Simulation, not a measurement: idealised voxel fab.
process module | voxel transistor to metal
The cross-section on display is named cut; it measures 295 nm wide, and its cells are 5 nm squares.
When this document writes out a cross-section, it uses a grid of square cells and lists it as bands, beginning at the top and moving down, with a band standing for one or more rows of cells.
In this notation a band is specified by the heights of its top and bottom, in that order and in nm, after which its materials appear from left to right, each paired with its width in nm. The word "full width" attached to a single material means that material fills the band from edge to edge; the word "empty" stands for empty space.
Where do heights start? At 0: under that level the wafer as delivered is made of one material only. And the lowest band has no floor; it just carries on downward, as in "0..down".
Quick explanation for "30 to 40": the width changes in equal steps down the rows of cells, from the first number in the band's top row to the second number in its bottom row.
Where the words "nothing changed" appear for a step, the cross-section shows no cell changed by that step; every cell remained as before.
In the "Fully sealed cavities" entry, you get each enclosed empty space of 8 cells or more, one with no open way to the top, written width x height at distance, distance from the left edge, in nm.
Text after the settings on a step's line: the simulator's own remark on that step.
Each step line may optionally specify "overlay nm", which for a step with a mask gives the rightward distance between the mask's planned place and where it lay, a negative value indicating the leftward direction.
Read each pair as before and after one process step. The after cross-section shows only down to the lowest band that changed. The step between them and its settings are given below the pair. Pairs can come from different runs of this module on the same starting wafer. A pair continues from the pair above only where its "Pre-step cross-section" entry says so.

### Pre-step cross-section
  0..down | Si full width
  Fully sealed cavities: none

### Post-Step Cross-Section
  5..0 | SiO2 full width
  All layers under 0 are left as they were.
  Fully sealed cavities: none
Here is the step that sits between the two cross-sections above: CONFORMAL_DEP with material SiO2, thk nm 5

Pre-step cross-section: no separate figure, the pair right above already shows it after its step.

### Post-Step Cross-Section
  15..5 | SiN full width
  All layers under 5 are left as they were.
  Fully sealed cavities: none
Here is the step that sits between the two cross-sections above: CONFORMAL_DEP with material SiN, thk nm 10

Pre-step cross-section: no separate figure, the pair right above already shows it after its step.

### Post-Step Cross-Section
  30..15 | 15 empty | 115 resist | 30 empty | 115 resist | 20 empty
  All layers under 15 are left as they were.
  Fully sealed cavities: none
Here is the step that sits between the two cross-sections above: PATTERN with tone cover, mask id ACTIVE, material resist, width nm 115, pitch nm 145, thk nm 15, overlay nm 0

Pre-step cross-section: no separate figure, the pair right above already shows it after its step.

### Post-Step Cross-Section
  30..15 | 15 empty | 115 resist | 30 empty | 115 resist | 20 empty
  15..5 | 15 empty | 115 SiN | 30 empty | 115 SiN | 20 empty
  All layers under 5 are left as they were.
  Fully sealed cavities: none
Here is the step that sits between the two cross-sections above: DIRECTIONAL_ETCH with etch materials SiN, depth nm 10

Pre-step cross-section: no separate figure, the pair right above already shows it after its step.

### Post-Step Cross-Section
  30..15 | 15 empty | 115 resist | 30 empty | 115 resist | 20 empty
  15..5 | 15 empty | 115 SiN | 30 empty | 115 SiN | 20 empty
  5..0 | 15 empty | 115 SiO2 | 30 empty | 115 SiO2 | 20 empty
  All layers under 0 are left as they were.
  Fully sealed cavities: none
Here is the step that sits between the two cross-sections above: DIRECTIONAL_ETCH with etch materials SiO2, depth nm 5

Pre-step cross-section: no separate figure, the pair right above already shows it after its step.

### Post-Step Cross-Section
  30..15 | 15 empty | 115 resist | 30 empty | 115 resist | 20 empty
  15..5 | 15 empty | 115 SiN | 30 empty | 115 SiN | 20 empty
  5..0 | 15 empty | 115 SiO2 | 30 empty | 115 SiO2 | 20 empty
  0..-20 | 15 empty | 115 Si | 30 empty | 115 Si | 20 empty
  All layers under -20 are left as they were.
  Fully sealed cavities: none
Here is the step that sits between the two cross-sections above: DIRECTIONAL_ETCH with etch materials Si, depth nm 20

Pre-step cross-section: no separate figure, the pair right above already shows it after its step.

### Post-Step Cross-Section
  15..5 | 15 empty | 115 SiN | 30 empty | 115 SiN | 20 empty
  All layers under 5 are left as they were.
  Fully sealed cavities: none
Here is the step that sits between the two cross-sections above: STRIP with etch materials resist

Pre-step cross-section: no separate figure, the pair right above already shows it after its step.

### Post-Step Cross-Section
  15..5 | 15 empty | 115 SiN | 30 empty | 115 SiN | 20 empty
  5..0 | 15 empty | 115 SiO2 | 30 empty | 115 SiO2 | 20 empty
  0..-20 | 15 empty | 5 SiO2 | 105 Si | 5 SiO2 | 30 empty | 5 SiO2 | 105 Si | 5 SiO2 | 20 empty
  -20..-25 | 20 SiO2 | 105 Si | 40 SiO2 | 105 Si | 25 SiO2
  All layers under -25 are left as they were.
  Fully sealed cavities: none
Here is the step that sits between the two cross-sections above: OXIDIZE with depth nm 5

Pre-step cross-section: no separate figure, the pair right above already shows it after its step.

### Post-Step Cross-Section
  20..15 | SiO2 full width
  15..5 | 15 SiO2 | 115 SiN | 30 SiO2 | 115 SiN | 20 SiO2
  5..0 | SiO2 full width
  0..-25 | 20 SiO2 | 105 Si | 40 SiO2 | 105 Si | 25 SiO2
  All layers under -25 are left as they were.
  Fully sealed cavities: none
Here is the step that sits between the two cross-sections above: FILL_DEP with material SiO2, thk nm 5

Pre-step cross-section: no separate figure, the pair right above already shows it after its step.

### Post-Step Cross-Section
  15..5 | 15 SiO2 | 115 SiN | 30 SiO2 | 115 SiN | 20 SiO2
  All layers under 5 are left as they were.
  Fully sealed cavities: none
Here is the step that sits between the two cross-sections above: CMP with height nm 15

Pre-step cross-section: no separate figure, the pair right above already shows it after its step.

### Post-Step Cross-Section
  15..5 | 15 empty | 115 SiN | 30 empty | 115 SiN | 20 empty
  All layers under 5 are left as they were.
  Fully sealed cavities: none
Here is the step that sits between the two cross-sections above: SELECTIVE_ETCH with etch materials SiO2, depth nm 10

Pre-step cross-section: no separate figure, the pair right above already shows it after its step.

### Post-Step Cross-Section
  5..0 | SiO2 full width
  All layers under 0 are left as they were.
  Fully sealed cavities: none
Here is the step that sits between the two cross-sections above: STRIP with etch materials SiN

Pre-step cross-section: no separate figure, the pair right above already shows it after its step.

### Post-Step Cross-Section
  0..-25 | 20 SiO2 | 105 Si | 40 SiO2 | 105 Si | 25 SiO2
  All layers under -25 are left as they were.
  Fully sealed cavities: none
Here is the step that sits between the two cross-sections above: SELECTIVE_ETCH with etch materials SiO2, depth nm 5

Pre-step cross-section: no separate figure, the pair right above already shows it after its step.

### Post-Step Cross-Section
  0..-5 | SiO2 full width
  All layers under -5 are left as they were.
  Fully sealed cavities: none
Here is the step that sits between the two cross-sections above: OXIDIZE with depth nm 5

Pre-step cross-section: no separate figure, the pair right above already shows it after its step.

### Post-Step Cross-Section
  30..0 | polySi full width
  All layers under 0 are left as they were.
  Fully sealed cavities: none
Here is the step that sits between the two cross-sections above: DIRECTIONAL_DEP with material polySi, thk nm 30

Pre-step cross-section: no separate figure, the pair right above already shows it after its step.

### Post-Step Cross-Section
  40..30 | SiCN full width
  All layers under 30 are left as they were.
  Fully sealed cavities: none
Here is the step that sits between the two cross-sections above: DIRECTIONAL_DEP with material SiCN, thk nm 10

Pre-step cross-section: no separate figure, the pair right above already shows it after its step.

### Post-Step Cross-Section
  50..40 | aC full width
  All layers under 40 are left as they were.
  Fully sealed cavities: none
Here is the step that sits between the two cross-sections above: DIRECTIONAL_DEP with material aC, thk nm 10

Pre-step cross-section: no separate figure, the pair right above already shows it after its step.

### Post-Step Cross-Section
  75..50 | 55 empty | 35 resist | 110 empty | 35 resist | 60 empty
  All layers under 50 are left as they were.
  Fully sealed cavities: none
Here is the step that sits between the two cross-sections above: PATTERN with tone cover, mask id GATE, material resist, width nm 35, pitch nm 145, thk nm 25, overlay nm 0

Pre-step cross-section: no separate figure, the pair right above already shows it after its step.

### Post-Step Cross-Section
  65..50 | 55 empty | 35 resist | 110 empty | 35 resist | 60 empty
  50..40 | 55 empty | 35 aC | 110 empty | 35 aC | 60 empty
  All layers under 40 are left as they were.
  Fully sealed cavities: none
Here is the step that sits between the two cross-sections above: DIRECTIONAL_ETCH with etch materials aC, depth nm 10

Pre-step cross-section: no separate figure, the pair right above already shows it after its step.

### Post-Step Cross-Section
  50..40 | 55 empty | 35 aC | 110 empty | 35 aC | 60 empty
  All layers under 40 are left as they were.
  Fully sealed cavities: none
Here is the step that sits between the two cross-sections above: STRIP with etch materials resist

Pre-step cross-section: no separate figure, the pair right above already shows it after its step.

### Post-Step Cross-Section
  50..40 | 55 empty | 35 aC | 110 empty | 35 aC | 60 empty
  40..30 | 55 empty | 35 SiCN | 110 empty | 35 SiCN | 60 empty
  All layers under 30 are left as they were.
  Fully sealed cavities: none
Here is the step that sits between the two cross-sections above: DIRECTIONAL_ETCH with etch materials SiCN, depth nm 20

Pre-step cross-section: no separate figure, the pair right above already shows it after its step.

### Post-Step Cross-Section
  50..40 | 55 empty | 35 aC | 110 empty | 35 aC | 60 empty
  40..30 | 55 empty | 35 SiCN | 110 empty | 35 SiCN | 60 empty
  30..0 | 55 empty | 35 polySi | 110 empty | 35 polySi | 60 empty
  All layers under 0 are left as they were.
  Fully sealed cavities: none
Here is the step that sits between the two cross-sections above: DIRECTIONAL_ETCH with etch materials polySi, depth nm 40

Pre-step cross-section: no separate figure, the pair right above already shows it after its step.

### Post-Step Cross-Section
  40..30 | 55 empty | 35 SiCN | 110 empty | 35 SiCN | 60 empty
  All layers under 30 are left as they were.
  Fully sealed cavities: none
Here is the step that sits between the two cross-sections above: STRIP with etch materials aC

Pre-step cross-section: no separate figure, the pair right above already shows it after its step.

### Post-Step Cross-Section
  50..40 | 45 empty | 55 SiN | 90 empty | 55 SiN | 50 empty
  40..30 | 45 empty | 10 SiN | 35 SiCN | 10 SiN | 90 empty | 10 SiN | 35 SiCN | 10 SiN | 50 empty
  30..10 | 45 empty | 10 SiN | 35 polySi | 10 SiN | 90 empty | 10 SiN | 35 polySi | 10 SiN | 50 empty
  10..0 | 55 SiN | 35 polySi | 110 SiN | 35 polySi | 60 SiN
  All layers under 0 are left as they were.
  Fully sealed cavities: none
Here is the step that sits between the two cross-sections above: CONFORMAL_DEP with material SiN, thk nm 10

Pre-step cross-section: no separate figure, the pair right above already shows it after its step.

### Post-Step Cross-Section
  40..30 | 45 empty | 10 SiN | 35 SiCN | 10 SiN | 90 empty | 10 SiN | 35 SiCN | 10 SiN | 50 empty
  30..0 | 45 empty | 10 SiN | 35 polySi | 10 SiN | 90 empty | 10 SiN | 35 polySi | 10 SiN | 50 empty
  All layers under 0 are left as they were.
  Fully sealed cavities: none
Here is the step that sits between the two cross-sections above: DIRECTIONAL_ETCH with etch materials SiN, depth nm 10

Pre-step cross-section: no separate figure, the pair right above already shows it after its step.

### Post-Step Cross-Section
  40..30 | 45 empty | 10 SiN | 35 SiCN | 10 SiN | 90 empty | 10 SiN | 35 SiCN | 10 SiN | 50 empty
  30..0 | 45 empty | 10 SiN | 35 polySi | 10 SiN | 90 empty | 10 SiN | 35 polySi | 10 SiN | 50 empty
  0..-5 | 45 empty | 55 SiO2 | 90 empty | 55 SiO2 | 50 empty
  All layers under -5 are left as they were.
  Fully sealed cavities: none
Here is the step that sits between the two cross-sections above: DIRECTIONAL_ETCH with etch materials SiO2, depth nm 5

Pre-step cross-section: no separate figure, the pair right above already shows it after its step.

### Post-Step Cross-Section
  40..30 | 45 empty | 10 SiN | 35 SiCN | 10 SiN | 90 empty | 10 SiN | 35 SiCN | 10 SiN | 50 empty
  30..0 | 45 empty | 10 SiN | 35 polySi | 10 SiN | 90 empty | 10 SiN | 35 polySi | 10 SiN | 50 empty
  0..-5 | 15 empty | 30 pSi | 55 SiO2 | 30 pSi | 30 empty | 30 pSi | 55 SiO2 | 30 pSi | 20 empty
  All layers under -5 are left as they were.
  Fully sealed cavities: none
Here is the step that sits between the two cross-sections above: EPI with material pSi, thk nm 5

Pre-step cross-section: no separate figure, the pair right above already shows it after its step.

### Post-Step Cross-Section
  50..40 | SiO2 full width
  40..30 | 45 SiO2 | 10 SiN | 35 SiCN | 10 SiN | 90 SiO2 | 10 SiN | 35 SiCN | 10 SiN | 50 SiO2
  30..0 | 45 SiO2 | 10 SiN | 35 polySi | 10 SiN | 90 SiO2 | 10 SiN | 35 polySi | 10 SiN | 50 SiO2
  0..-5 | 15 SiO2 | 30 pSi | 55 SiO2 | 30 pSi | 30 SiO2 | 30 pSi | 55 SiO2 | 30 pSi | 20 SiO2
  All layers under -5 are left as they were.
  Fully sealed cavities: none
Here is the step that sits between the two cross-sections above: FILL_DEP with material SiO2, thk nm 10

Pre-step cross-section: no separate figure, the pair right above already shows it after its step.

### Post-Step Cross-Section
  30..0 | 45 SiO2 | 10 SiN | 35 polySi | 10 SiN | 90 SiO2 | 10 SiN | 35 polySi | 10 SiN | 50 SiO2
  All layers under 0 are left as they were.
  Fully sealed cavities: none
Here is the step that sits between the two cross-sections above: CMP with height nm 30

Pre-step cross-section: no separate figure, the pair right above already shows it after its step.

### Post-Step Cross-Section
  30..0 | 45 SiO2 | 10 SiN | 35 empty | 10 SiN | 90 SiO2 | 10 SiN | 35 empty | 10 SiN | 50 SiO2
  All layers under 0 are left as they were.
  Fully sealed cavities: none
Here is the step that sits between the two cross-sections above: STRIP with etch materials polySi

Pre-step cross-section: no separate figure, the pair right above already shows it after its step.

### Post-Step Cross-Section
  30..25 | 45 empty | 10 SiN | 35 empty | 10 SiN | 90 empty | 10 SiN | 35 empty | 10 SiN | 50 empty
  25..0 | 45 SiO2 | 10 SiN | 35 empty | 10 SiN | 90 SiO2 | 10 SiN | 35 empty | 10 SiN | 50 SiO2
  0..-5 | 15 SiO2 | 30 pSi | 5 SiO2 | 45 empty | 5 SiO2 | 30 pSi | 30 SiO2 | 30 pSi | 5 SiO2 | 45 empty | 5 SiO2 | 30 pSi | 20 SiO2
  All layers under -5 are left as they were.
  Fully sealed cavities: none
Here is the step that sits between the two cross-sections above: SELECTIVE_ETCH with etch materials SiO2, depth nm 5

Pre-step cross-section: no separate figure, the pair right above already shows it after its step.

### Post-Step Cross-Section
  35..30 | 40 empty | 20 HfO2 | 25 empty | 20 HfO2 | 80 empty | 20 HfO2 | 25 empty | 20 HfO2 | 45 empty
  30..25 | 45 HfO2 | 10 SiN | 5 HfO2 | 25 empty | 5 HfO2 | 10 SiN | 90 HfO2 | 10 SiN | 5 HfO2 | 25 empty | 5 HfO2 | 10 SiN | 50 HfO2
  25..0 | 45 SiO2 | 10 SiN | 5 HfO2 | 25 empty | 5 HfO2 | 10 SiN | 90 SiO2 | 10 SiN | 5 HfO2 | 25 empty | 5 HfO2 | 10 SiN | 50 SiO2
  0..-5 | 15 SiO2 | 30 pSi | 5 SiO2 | 45 HfO2 | 5 SiO2 | 30 pSi | 30 SiO2 | 30 pSi | 5 SiO2 | 45 HfO2 | 5 SiO2 | 30 pSi | 20 SiO2
  All layers under -5 are left as they were.
  Fully sealed cavities: none
Here is the step that sits between the two cross-sections above: CONFORMAL_DEP with material HfO2, thk nm 5

Pre-step cross-section: no separate figure, the pair right above already shows it after its step.

### Post-Step Cross-Section
  40..35 | 35 empty | 30 TiN | 15 empty | 30 TiN | 70 empty | 30 TiN | 15 empty | 30 TiN | 40 empty
  35..30 | 40 TiN | 20 HfO2 | 5 TiN | 15 empty | 5 TiN | 20 HfO2 | 80 TiN | 20 HfO2 | 5 TiN | 15 empty | 5 TiN | 20 HfO2 | 45 TiN
  30..25 | 45 HfO2 | 10 SiN | 5 HfO2 | 5 TiN | 15 empty | 5 TiN | 5 HfO2 | 10 SiN | 90 HfO2 | 10 SiN | 5 HfO2 | 5 TiN | 15 empty | 5 TiN | 5 HfO2 | 10 SiN | 50 HfO2
  25..5 | 45 SiO2 | 10 SiN | 5 HfO2 | 5 TiN | 15 empty | 5 TiN | 5 HfO2 | 10 SiN | 90 SiO2 | 10 SiN | 5 HfO2 | 5 TiN | 15 empty | 5 TiN | 5 HfO2 | 10 SiN | 50 SiO2
  5..0 | 45 SiO2 | 10 SiN | 5 HfO2 | 25 TiN | 5 HfO2 | 10 SiN | 90 SiO2 | 10 SiN | 5 HfO2 | 25 TiN | 5 HfO2 | 10 SiN | 50 SiO2
  All layers under 0 are left as they were.
  Fully sealed cavities: none
Here is the step that sits between the two cross-sections above: CONFORMAL_DEP with material TiN, thk nm 5

Pre-step cross-section: no separate figure, the pair right above already shows it after its step.

### Post-Step Cross-Section
  50..40 | W full width
  40..35 | 35 W | 30 TiN | 15 W | 30 TiN | 70 W | 30 TiN | 15 W | 30 TiN | 40 W
  35..30 | 40 TiN | 20 HfO2 | 5 TiN | 15 W | 5 TiN | 20 HfO2 | 80 TiN | 20 HfO2 | 5 TiN | 15 W | 5 TiN | 20 HfO2 | 45 TiN
  30..25 | 45 HfO2 | 10 SiN | 5 HfO2 | 5 TiN | 15 W | 5 TiN | 5 HfO2 | 10 SiN | 90 HfO2 | 10 SiN | 5 HfO2 | 5 TiN | 15 W | 5 TiN | 5 HfO2 | 10 SiN | 50 HfO2
  25..5 | 45 SiO2 | 10 SiN | 5 HfO2 | 5 TiN | 15 W | 5 TiN | 5 HfO2 | 10 SiN | 90 SiO2 | 10 SiN | 5 HfO2 | 5 TiN | 15 W | 5 TiN | 5 HfO2 | 10 SiN | 50 SiO2
  All layers under 5 are left as they were.
  Fully sealed cavities: none
Here is the step that sits between the two cross-sections above: FILL_DEP with material W, thk nm 10

Pre-step cross-section: no separate figure, the pair right above already shows it after its step.

### Post-Step Cross-Section
  25..5 | 45 SiO2 | 10 SiN | 5 HfO2 | 5 TiN | 15 W | 5 TiN | 5 HfO2 | 10 SiN | 90 SiO2 | 10 SiN | 5 HfO2 | 5 TiN | 15 W | 5 TiN | 5 HfO2 | 10 SiN | 50 SiO2
  All layers under 5 are left as they were.
  Fully sealed cavities: none
Here is the step that sits between the two cross-sections above: CMP with height nm 25

Pre-step cross-section: no separate figure, the pair right above already shows it after its step.

### Post-Step Cross-Section
  35..25 | SiO2 full width
  All layers under 25 are left as they were.
  Fully sealed cavities: none
Here is the step that sits between the two cross-sections above: DIRECTIONAL_DEP with material SiO2, thk nm 10

Pre-step cross-section: no separate figure, the pair right above already shows it after its step.

### Post-Step Cross-Section
  35..25 | 25 SiO2 | 15 empty | 65 SiO2 | 15 empty | 50 SiO2 | 15 empty | 65 SiO2 | 15 empty | 30 SiO2
  25..5 | 25 SiO2 | 15 empty | 5 SiO2 | 10 SiN | 5 HfO2 | 5 TiN | 15 W | 5 TiN | 5 HfO2 | 10 SiN | 5 SiO2 | 15 empty | 50 SiO2 | 15 empty | 5 SiO2 | 10 SiN | 5 HfO2 | 5 TiN | 15 W | 5 TiN | 5 HfO2 | 10 SiN | 5 SiO2 | 15 empty | 30 SiO2
  5..0 | 25 SiO2 | 15 empty | 5 SiO2 | 10 SiN | 5 HfO2 | 25 TiN | 5 HfO2 | 10 SiN | 5 SiO2 | 15 empty | 50 SiO2 | 15 empty | 5 SiO2 | 10 SiN | 5 HfO2 | 25 TiN | 5 HfO2 | 10 SiN | 5 SiO2 | 15 empty | 30 SiO2
  All layers under 0 are left as they were.
  Fully sealed cavities: none
Here is the step that sits between the two cross-sections above: MASKED_ETCH with tone open, mask id CONTACT, width nm 15, etch materials SiO2, depth nm 35, overlay nm 0

Pre-step cross-section: no separate figure, the pair right above already shows it after its step.

### Post-Step Cross-Section
  40..35 | 30 TiN | 5 empty | 75 TiN | 5 empty | 60 TiN | 5 empty | 75 TiN | 5 empty | 35 TiN
  35..25 | 25 SiO2 | 5 TiN | 5 empty | 5 TiN | 65 SiO2 | 5 TiN | 5 empty | 5 TiN | 50 SiO2 | 5 TiN | 5 empty | 5 TiN | 65 SiO2 | 5 TiN | 5 empty | 5 TiN | 30 SiO2
  25..5 | 25 SiO2 | 5 TiN | 5 empty | 5 TiN | 5 SiO2 | 10 SiN | 5 HfO2 | 5 TiN | 15 W | 5 TiN | 5 HfO2 | 10 SiN | 5 SiO2 | 5 TiN | 5 empty | 5 TiN | 50 SiO2 | 5 TiN | 5 empty | 5 TiN | 5 SiO2 | 10 SiN | 5 HfO2 | 5 TiN | 15 W | 5 TiN | 5 HfO2 | 10 SiN | 5 SiO2 | 5 TiN | 5 empty | 5 TiN | 30 SiO2
  5..0 | 25 SiO2 | 15 TiN | 5 SiO2 | 10 SiN | 5 HfO2 | 25 TiN | 5 HfO2 | 10 SiN | 5 SiO2 | 15 TiN | 50 SiO2 | 15 TiN | 5 SiO2 | 10 SiN | 5 HfO2 | 25 TiN | 5 HfO2 | 10 SiN | 5 SiO2 | 15 TiN | 30 SiO2
  All layers under 0 are left as they were.
  Fully sealed cavities: none
Here is the step that sits between the two cross-sections above: CONFORMAL_DEP with material TiN, thk nm 5

Pre-step cross-section: no separate figure, the pair right above already shows it after its step.

### Post-Step Cross-Section
  45..40 | Ru full width
  40..35 | 30 TiN | 5 Ru | 75 TiN | 5 Ru | 60 TiN | 5 Ru | 75 TiN | 5 Ru | 35 TiN
  35..25 | 25 SiO2 | 5 TiN | 5 Ru | 5 TiN | 65 SiO2 | 5 TiN | 5 Ru | 5 TiN | 50 SiO2 | 5 TiN | 5 Ru | 5 TiN | 65 SiO2 | 5 TiN | 5 Ru | 5 TiN | 30 SiO2
  25..5 | 25 SiO2 | 5 TiN | 5 Ru | 5 TiN | 5 SiO2 | 10 SiN | 5 HfO2 | 5 TiN | 15 W | 5 TiN | 5 HfO2 | 10 SiN | 5 SiO2 | 5 TiN | 5 Ru | 5 TiN | 50 SiO2 | 5 TiN | 5 Ru | 5 TiN | 5 SiO2 | 10 SiN | 5 HfO2 | 5 TiN | 15 W | 5 TiN | 5 HfO2 | 10 SiN | 5 SiO2 | 5 TiN | 5 Ru | 5 TiN | 30 SiO2
  All layers under 5 are left as they were.
  Fully sealed cavities: none
Here is the step that sits between the two cross-sections above: FILL_DEP with material Ru, thk nm 5

Pre-step cross-section: no separate figure, the pair right above already shows it after its step.

### Post-Step Cross-Section
  35..25 | 25 SiO2 | 5 TiN | 5 Ru | 5 TiN | 65 SiO2 | 5 TiN | 5 Ru | 5 TiN | 50 SiO2 | 5 TiN | 5 Ru | 5 TiN | 65 SiO2 | 5 TiN | 5 Ru | 5 TiN | 30 SiO2
  All layers under 25 are left as they were.
  Fully sealed cavities: none
Here is the step that sits between the two cross-sections above: CMP with height nm 35

Pre-step cross-section: no separate figure, the pair right above already shows it after its step.

### Post-Step Cross-Section
  40..35 | TiN full width
  All layers under 35 are left as they were.
  Fully sealed cavities: none
Here is the step that sits between the two cross-sections above: DIRECTIONAL_DEP with material TiN, thk nm 5

Pre-step cross-section: no separate figure, the pair right above already shows it after its step.

### Post-Step Cross-Section
  55..40 | Ru full width
  All layers under 40 are left as they were.
  Fully sealed cavities: none
Here is the step that sits between the two cross-sections above: DIRECTIONAL_DEP with material Ru, thk nm 15

Pre-step cross-section: no separate figure, the pair right above already shows it after its step.

### Post-Step Cross-Section
  70..55 | aC full width
  All layers under 55 are left as they were.
  Fully sealed cavities: none
Here is the step that sits between the two cross-sections above: DIRECTIONAL_DEP with material aC, thk nm 15

Pre-step cross-section: no separate figure, the pair right above already shows it after its step.

### Post-Step Cross-Section
  100..70 | 25 empty | 15 resist | 65 empty | 15 resist | 50 empty | 15 resist | 65 empty | 15 resist | 30 empty
  All layers under 70 are left as they were.
  Fully sealed cavities: none
Here is the step that sits between the two cross-sections above: PATTERN with tone cover, mask id METAL_1, material resist, width nm 15, thk nm 30, overlay nm 0

Pre-step cross-section: no separate figure, the pair right above already shows it after its step.

### Post-Step Cross-Section
  85..70 | 25 empty | 15 resist | 65 empty | 15 resist | 50 empty | 15 resist | 65 empty | 15 resist | 30 empty
  70..55 | 25 empty | 15 aC | 65 empty | 15 aC | 50 empty | 15 aC | 65 empty | 15 aC | 30 empty
  All layers under 55 are left as they were.
  Fully sealed cavities: none
Here is the step that sits between the two cross-sections above: DIRECTIONAL_ETCH with etch materials aC, depth nm 15

Pre-step cross-section: no separate figure, the pair right above already shows it after its step.

### Post-Step Cross-Section
  70..55 | 25 empty | 15 aC | 65 empty | 15 aC | 50 empty | 15 aC | 65 empty | 15 aC | 30 empty
  All layers under 55 are left as they were.
  Fully sealed cavities: none
Here is the step that sits between the two cross-sections above: STRIP with etch materials resist

Pre-step cross-section: no separate figure, the pair right above already shows it after its step.

### Post-Step Cross-Section
  70..55 | 25 empty | 15 aC | 65 empty | 15 aC | 50 empty | 15 aC | 65 empty | 15 aC | 30 empty
  55..40 | 25 empty | 15 Ru | 65 empty | 15 Ru | 50 empty | 15 Ru | 65 empty | 15 Ru | 30 empty
  All layers under 40 are left as they were.
  Fully sealed cavities: none
Here is the step that sits between the two cross-sections above: DIRECTIONAL_ETCH with etch materials Ru, depth nm 15

Pre-step cross-section: no separate figure, the pair right above already shows it after its step.

### Post-Step Cross-Section
  70..55 | 25 empty | 15 aC | 65 empty | 15 aC | 50 empty | 15 aC | 65 empty | 15 aC | 30 empty
  55..40 | 25 empty | 15 Ru | 65 empty | 15 Ru | 50 empty | 15 Ru | 65 empty | 15 Ru | 30 empty
  40..35 | 25 empty | 15 TiN | 65 empty | 15 TiN | 50 empty | 15 TiN | 65 empty | 15 TiN | 30 empty
  All layers under 35 are left as they were.
  Fully sealed cavities: none
Here is the step that sits between the two cross-sections above: DIRECTIONAL_ETCH with etch materials TiN, depth nm 5

Pre-step cross-section: no separate figure, the pair right above already shows it after its step.

### Post-Step Cross-Section
  55..40 | 25 empty | 15 Ru | 65 empty | 15 Ru | 50 empty | 15 Ru | 65 empty | 15 Ru | 30 empty
  All layers under 40 are left as they were.
  Fully sealed cavities: none
Here is the step that sits between the two cross-sections above: STRIP with etch materials aC

Pre-step cross-section: no separate figure, the pair right above already shows it after its step.

### Post-Step Cross-Section
  60..55 | 20 empty | 25 SiN | 55 empty | 25 SiN | 40 empty | 25 SiN | 55 empty | 25 SiN | 25 empty
  55..40 | 20 empty | 5 SiN | 15 Ru | 5 SiN | 55 empty | 5 SiN | 15 Ru | 5 SiN | 40 empty | 5 SiN | 15 Ru | 5 SiN | 55 empty | 5 SiN | 15 Ru | 5 SiN | 25 empty
  40..35 | 25 SiN | 15 TiN | 65 SiN | 15 TiN | 50 SiN | 15 TiN | 65 SiN | 15 TiN | 30 SiN
  All layers under 35 are left as they were.
  Fully sealed cavities: none
Here is the step that sits between the two cross-sections above: CONFORMAL_DEP with material SiN, thk nm 5

Pre-step cross-section: no separate figure, the pair right above already shows it after its step.

### Post-Step Cross-Section
  65..60 | lowk full width
  60..55 | 20 lowk | 25 SiN | 55 lowk | 25 SiN | 40 lowk | 25 SiN | 55 lowk | 25 SiN | 25 lowk
  55..40 | 20 lowk | 5 SiN | 15 Ru | 5 SiN | 55 lowk | 5 SiN | 15 Ru | 5 SiN | 40 lowk | 5 SiN | 15 Ru | 5 SiN | 55 lowk | 5 SiN | 15 Ru | 5 SiN | 25 lowk
  All layers under 40 are left as they were.
  Fully sealed cavities: none
Here is the step that sits between the two cross-sections above: FILL_DEP with material lowk, thk nm 5

Pre-step cross-section: no separate figure, the pair right above already shows it after its step.

### Post-Step Cross-Section
  55..40 | 20 lowk | 5 SiN | 15 Ru | 5 SiN | 55 lowk | 5 SiN | 15 Ru | 5 SiN | 40 lowk | 5 SiN | 15 Ru | 5 SiN | 55 lowk | 5 SiN | 15 Ru | 5 SiN | 25 lowk
  All layers under 40 are left as they were.
  Fully sealed cavities: none
Here is the step that sits between the two cross-sections above: CMP with height nm 55

Pre-step cross-section: no separate figure, the pair right above already shows it after its step.

### Post-Step Cross-Section
  60..55 | SiN full width
  All layers under 55 are left as they were.
  Fully sealed cavities: none
Here is the step that sits between the two cross-sections above: CONFORMAL_DEP with material SiN, thk nm 5

### Pre-step cross-section
  30..25 | 45 empty | 10 SiN | 35 empty | 10 SiN | 90 empty | 10 SiN | 35 empty | 10 SiN | 50 empty
  25..0 | 45 SiO2 | 10 SiN | 35 empty | 10 SiN | 90 SiO2 | 10 SiN | 35 empty | 10 SiN | 50 SiO2
  0..-5 | 15 SiO2 | 30 pSi | 5 SiO2 | 45 empty | 5 SiO2 | 30 pSi | 30 SiO2 | 30 pSi | 5 SiO2 | 45 empty | 5 SiO2 | 30 pSi | 20 SiO2
  -5..-25 | 20 SiO2 | 105 Si | 40 SiO2 | 105 Si | 25 SiO2
  -25..down | Si full width
  Fully sealed cavities: none

### Post-Step Cross-Section
  35..30 | 40 empty | 20 TiN | 25 empty | 20 TiN | 80 empty | 20 TiN | 25 empty | 20 TiN | 45 empty
  30..25 | 45 TiN | 10 SiN | 5 TiN | 25 empty | 5 TiN | 10 SiN | 90 TiN | 10 SiN | 5 TiN | 25 empty | 5 TiN | 10 SiN | 50 TiN
  25..0 | 45 SiO2 | 10 SiN | 5 TiN | 25 empty | 5 TiN | 10 SiN | 90 SiO2 | 10 SiN | 5 TiN | 25 empty | 5 TiN | 10 SiN | 50 SiO2
  0..-5 | 15 SiO2 | 30 pSi | 5 SiO2 | 45 TiN | 5 SiO2 | 30 pSi | 30 SiO2 | 30 pSi | 5 SiO2 | 45 TiN | 5 SiO2 | 30 pSi | 20 SiO2
  All layers under -5 are left as they were.
  Fully sealed cavities: none
Here is the step that sits between the two cross-sections above: CONFORMAL_DEP with material TiN, thk nm 5

Pre-step cross-section: no separate figure, the pair right above already shows it after its step.

### Post-Step Cross-Section
  45..35 | W full width
  35..30 | 40 W | 20 TiN | 25 W | 20 TiN | 80 W | 20 TiN | 25 W | 20 TiN | 45 W
  30..25 | 45 TiN | 10 SiN | 5 TiN | 25 W | 5 TiN | 10 SiN | 90 TiN | 10 SiN | 5 TiN | 25 W | 5 TiN | 10 SiN | 50 TiN
  25..0 | 45 SiO2 | 10 SiN | 5 TiN | 25 W | 5 TiN | 10 SiN | 90 SiO2 | 10 SiN | 5 TiN | 25 W | 5 TiN | 10 SiN | 50 SiO2
  All layers under 0 are left as they were.
  Fully sealed cavities: none
Here is the step that sits between the two cross-sections above: FILL_DEP with material W, thk nm 10

Pre-step cross-section: no separate figure, the pair right above already shows it after its step.

### Post-Step Cross-Section
  25..0 | 45 SiO2 | 10 SiN | 5 TiN | 25 W | 5 TiN | 10 SiN | 90 SiO2 | 10 SiN | 5 TiN | 25 W | 5 TiN | 10 SiN | 50 SiO2
  All layers under 0 are left as they were.
  Fully sealed cavities: none
Here is the step that sits between the two cross-sections above: CMP with height nm 25

Pre-step cross-section: no separate figure, the pair right above already shows it after its step.

### Post-Step Cross-Section
  35..25 | SiO2 full width
  All layers under 25 are left as they were.
  Fully sealed cavities: none
Here is the step that sits between the two cross-sections above: DIRECTIONAL_DEP with material SiO2, thk nm 10
